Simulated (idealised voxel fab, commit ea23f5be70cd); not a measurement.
voxel self aligned contacts: a process module
The figure presents cross-section cut, which has a width of 175 nm and is divided into square cells with an edge length of 5 nm.
Reading order for cross-sections: top band down to bottom band. Underlying form: a grid of square cells. Band size: one or more rows of cells. The entry gives the band's vertical extent as a top height and a bottom height in nm, then its horizontal make-up as materials from left to right, each with a width in nm. "air" stands for empty space; a single material marked "everywhere" fills the band edge to edge. It should be noted that heights are counted from 0, beneath which the wafer as supplied is of one material throughout, and that the lowest band possesses no lower boundary but continues downward, as written in "0 nm and below". Think of "30..40" as a width that walks from the first number to the second as you go down the band, top row to bottom row, taking equal-sized steps from row to row. It should be understood that the words "remained unchanged", when stated for a given step, signify that the cross-section underwent no change in any of its cells during that step. So "Closed void entries" is basically the list of trapped voids: any empty space of 8 cells or more that can't reach the top through an opening. They're written width x height at distance, the distance being from the left edge, and it's all nm. Post-settings text on a step line: simulator's own remark regarding the step. Regarding "overlay nm": on a step with a mask, it is the distance the mask lay to the right of its planned place; a negative value places it to the left.
The process steps that were planned are listed below
- 1: RECEIVE: material Si
- 2: CONFORMAL_DEP: material SiO2, thk nm 5
- 3: DIRECTIONAL_DEP: material polySi, thk nm 25
- 4: DIRECTIONAL_DEP: material SiN, thk nm 25
- 5: MASKED_ETCH: tone cover, mask id GATE, width nm 30, pitch nm 65, etch materials SiN, depth nm 25, overlay nm 0
- 6: MASKED_ETCH: tone cover, mask id GATE, width nm 30, pitch nm 65, etch materials polySi, depth nm 25, overlay nm 0
- 7: CONFORMAL_DEP: material SiN, thk nm 10
- 8: DIRECTIONAL_ETCH: etch materials SiN, depth nm 10
- 9: FILL_DEP: material SiO2, thk nm 10
- 10: CMP: height nm 60
- 11: MASKED_ETCH: tone open, mask id CONTACT, width nm 45, etch materials SiO2, depth nm 60, overlay nm 0
- 12: CONFORMAL_DEP: material TiN, thk nm 5
- 13: FILL_DEP: material W, thk nm 5
- 14: CMP: height nm 60
- 15: CONFORMAL_DEP: material SiN, thk nm 5
Concerning the first of two wafers, which was run in accordance with the plan
Wafer at receipt (post step 1), cross-section
0 nm and below = Si everywhere
Closed void entries: none
Once step 2 is through, the wafer looks like this in cross-section
5 nm to 0 nm = SiO2 everywhere
Nothing below the height 0 has changed.
Once step 3 is through, the wafer looks like this in cross-section
30 nm to 5 nm = polySi everywhere
Nothing below the height 5 has changed.
Once step 4 is through, the wafer looks like this in cross-section
55 nm to 30 nm = SiN everywhere
Nothing below the height 30 has changed.
Once step 5 is through, the wafer looks like this in cross-section
55 nm to 30 nm = air: 40 | SiN: 30 | air: 35 | SiN: 30 | air: 40
Nothing below the height 30 has changed.
Once step 6 is through, the wafer looks like this in cross-section
55 nm to 30 nm = air: 40 | SiN: 30 | air: 35 | SiN: 30 | air: 40
30 nm to 5 nm = air: 40 | polySi: 30 | air: 35 | polySi: 30 | air: 40
Nothing below the height 5 has changed.
Once step 7 is through, the wafer looks like this in cross-section
65 nm to 30 nm = air: 30 | SiN: 50 | air: 15 | SiN: 50 | air: 30
30 nm to 15 nm = air: 30 | SiN: 10 | polySi: 30 | SiN: 10 | air: 15 | SiN: 10 | polySi: 30 | SiN: 10 | air: 30
15 nm to 5 nm = SiN: 40 | polySi: 30 | SiN: 35 | polySi: 30 | SiN: 40
Nothing below the height 5 has changed.
Once step 8 is through, the wafer looks like this in cross-section
55 nm to 30 nm = air: 30 | SiN: 50 | air: 15 | SiN: 50 | air: 30
30 nm to 5 nm = air: 30 | SiN: 10 | polySi: 30 | SiN: 10 | air: 15 | SiN: 10 | polySi: 30 | SiN: 10 | air: 30
Nothing below the height 5 has changed.
Once step 9 is through, the wafer looks like this in cross-section
65 nm to 55 nm = SiO2 everywhere
55 nm to 30 nm = SiO2: 30 | SiN: 50 | SiO2: 15 | SiN: 50 | SiO2: 30
30 nm to 5 nm = SiO2: 30 | SiN: 10 | polySi: 30 | SiN: 10 | SiO2: 15 | SiN: 10 | polySi: 30 | SiN: 10 | SiO2: 30
Nothing below the height 5 has changed.
Once step 10 is through, the wafer looks like this in cross-section
60 nm to 55 nm = SiO2 everywhere
Nothing below the height 55 has changed.
Once step 11 is through, the wafer looks like this in cross-section
60 nm to 55 nm = SiO2: 65 | air: 45 | SiO2: 65
55 nm to 30 nm = SiO2: 30 | SiN: 50 | air: 15 | SiN: 50 | SiO2: 30
30 nm to 5 nm = SiO2: 30 | SiN: 10 | polySi: 30 | SiN: 10 | air: 15 | SiN: 10 | polySi: 30 | SiN: 10 | SiO2: 30
5 nm to 0 nm = SiO2: 80 | air: 15 | SiO2: 80
Nothing below the height 0 has changed.
Once step 12 is through, the wafer looks like this in cross-section
65 nm to 60 nm = TiN: 70 | air: 35 | TiN: 70
60 nm to 55 nm = SiO2: 65 | TiN: 20 | air: 5 | TiN: 20 | SiO2: 65
55 nm to 30 nm = SiO2: 30 | SiN: 50 | TiN: 5 | air: 5 | TiN: 5 | SiN: 50 | SiO2: 30
30 nm to 5 nm = SiO2: 30 | SiN: 10 | polySi: 30 | SiN: 10 | TiN: 5 | air: 5 | TiN: 5 | SiN: 10 | polySi: 30 | SiN: 10 | SiO2: 30
5 nm to 0 nm = SiO2: 80 | TiN: 15 | SiO2: 80
Nothing below the height 0 has changed.
Once step 13 is through, the wafer looks like this in cross-section
70 nm to 65 nm = W everywhere
65 nm to 60 nm = TiN: 70 | W: 35 | TiN: 70
60 nm to 55 nm = SiO2: 65 | TiN: 20 | W: 5 | TiN: 20 | SiO2: 65
55 nm to 30 nm = SiO2: 30 | SiN: 50 | TiN: 5 | W: 5 | TiN: 5 | SiN: 50 | SiO2: 30
30 nm to 5 nm = SiO2: 30 | SiN: 10 | polySi: 30 | SiN: 10 | TiN: 5 | W: 5 | TiN: 5 | SiN: 10 | polySi: 30 | SiN: 10 | SiO2: 30
Nothing below the height 5 has changed.
Once step 14 is through, the wafer looks like this in cross-section
60 nm to 55 nm = SiO2: 65 | TiN: 20 | W: 5 | TiN: 20 | SiO2: 65
Nothing below the height 55 has changed.
Once step 15 is through, the wafer looks like this in cross-section
65 nm to 60 nm = SiN everywhere
Nothing below the height 60 has changed.
Here the second wafer is described. Its start and its plan were those of the first wafer. Its run contained one mistake. Up to and including step 3, it did exactly what the first wafer did
Cross-sectional representation of the second wafer at the time designated in the plan for the completion of step 4
80 nm to 30 nm = SiN everywhere
Nothing below the height 30 has changed.
Cross-sectional representation of the second wafer at the time designated in the plan for the completion of step 5
80 nm to 55 nm = air: 40 | SiN: 30 | air: 35 | SiN: 30 | air: 40
Nothing below the height 55 has changed.
Cross-sectional representation of the second wafer at the time designated in the plan for the completion of step 6: remained unchanged
Cross-sectional representation of the second wafer at the time designated in the plan for the completion of step 7
90 nm to 65 nm = air: 30 | SiN: 50 | air: 15 | SiN: 50 | air: 30
65 nm to 30 nm = SiN everywhere
Nothing below the height 30 has changed.
Cross-sectional representation of the second wafer at the time designated in the plan for the completion of step 8
80 nm to 55 nm = air: 30 | SiN: 50 | air: 15 | SiN: 50 | air: 30
Nothing below the height 55 has changed.
Cross-sectional representation of the second wafer at the time designated in the plan for the completion of step 9
90 nm to 80 nm = SiO2 everywhere
80 nm to 55 nm = SiO2: 30 | SiN: 50 | SiO2: 15 | SiN: 50 | SiO2: 30
Nothing below the height 55 has changed.
Cross-sectional representation of the second wafer at the time designated in the plan for the completion of step 10
60 nm to 55 nm = SiO2: 30 | SiN: 50 | SiO2: 15 | SiN: 50 | SiO2: 30
Nothing below the height 55 has changed.
Cross-sectional representation of the second wafer at the time designated in the plan for the completion of step 11
60 nm to 55 nm = SiO2: 30 | SiN: 50 | air: 15 | SiN: 50 | SiO2: 30
Nothing below the height 55 has changed.
Cross-sectional representation of the second wafer at the time designated in the plan for the completion of step 12
65 nm to 60 nm = TiN: 85 | air: 5 | TiN: 85
60 nm to 55 nm = SiO2: 30 | SiN: 50 | TiN: 15 | SiN: 50 | SiO2: 30
Nothing below the height 55 has changed.
Cross-sectional representation of the second wafer at the time designated in the plan for the completion of step 13
70 nm to 65 nm = W everywhere
65 nm to 60 nm = TiN: 85 | W: 5 | TiN: 85
Nothing below the height 60 has changed.
Cross-sectional representation of the second wafer at the time designated in the plan for the completion of step 14
60 nm to 55 nm = SiO2: 30 | SiN: 50 | TiN: 15 | SiN: 50 | SiO2: 30
Nothing below the height 55 has changed.
Cross-sectional representation of the second wafer at the time designated in the plan for the completion of step 15
65 nm to 60 nm = SiN everywhere
Nothing below the height 60 has changed.
The plan and the run diverged here: plan step 4 was twice executed
FYI, end of process, the second wafer has more or fewer cells of some materials than the first: 55 more of SiN, 131 fewer of SiO2, 28 fewer of TiN, 11 fewer of W, 115 more of polySi
